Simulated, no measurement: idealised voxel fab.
Process module name: voxel local oxidation
We display cut, a cross-section 220 nm in width whose square cells are each 5 nm.
A cross-section is a grid of square cells, given in bands from the top down. A band is one or more rows of cells. In this notation a band is specified by the heights of its top and bottom, in that order and in nm, after which its materials appear from left to right, each paired with its width in nm. The word "full width" attached to a single material means that material fills the band from edge to edge; the word "blank" stands for empty space. Beneath 0, the wafer as received is one material, and that level is where height counting begins. The lowest band goes on downward without a bottom; it is written like "z 0 and below". It should be noted that a width expressed as "30..40" varies in equal increments from row to row of cells within the band, taking the value of the first number at the top row and that of the second number at the bottom row. "nothing got changed" -> step changed no cross-section cell. Empty spaces counting at least 8 cells and having no open way to the top are listed in "Closed cavity list". The notation width x height at distance is used for each, the distance being from the left edge and all three values in nm. Where a step's line continues beyond its settings, the continuation is a remark by the simulator itself on that step. A step's line can hold "overlay nm"; with a mask on that step, the setting says how far right of the planned place the mask lay, while a negative setting says it lay to the left.

Intended process steps
- 1: RECEIVE with material Si
- 2: CONFORMAL_DEP with material SiO2, thk nm 5
- 3: CONFORMAL_DEP with material SiN, thk nm 10
- 4: MASKED_ETCH with tone cover, mask id ACTIVE, width nm 95, etch materials SiN, depth nm 10, overlay nm 0
- 5: SELECTIVE_ETCH with etch materials SiO2, depth nm 5
- 6: OXIDIZE with depth nm 15
- 7: STRIP with etch materials SiN

Cross-section: wafer on arrival = after step 1
	z 0 and below  Si full width
	Closed cavity list: none

What the wafer looks like in cross-section after this module, when it starts as shown above and follows the plan above but one mistake is made in running it
	z 15 to 5  blank 60; SiN 95; blank 65
	z 5 to 0  blank 65; SiO2 85; blank 70
	z 0 to -15  SiO2 80; Si 55; SiO2 85
	z -15 and below  Si full width
	Closed cavity list: none
It is concluded that the wafer was processed incorrectly with respect to the plan, in that plan step 7 never ran because it was skipped
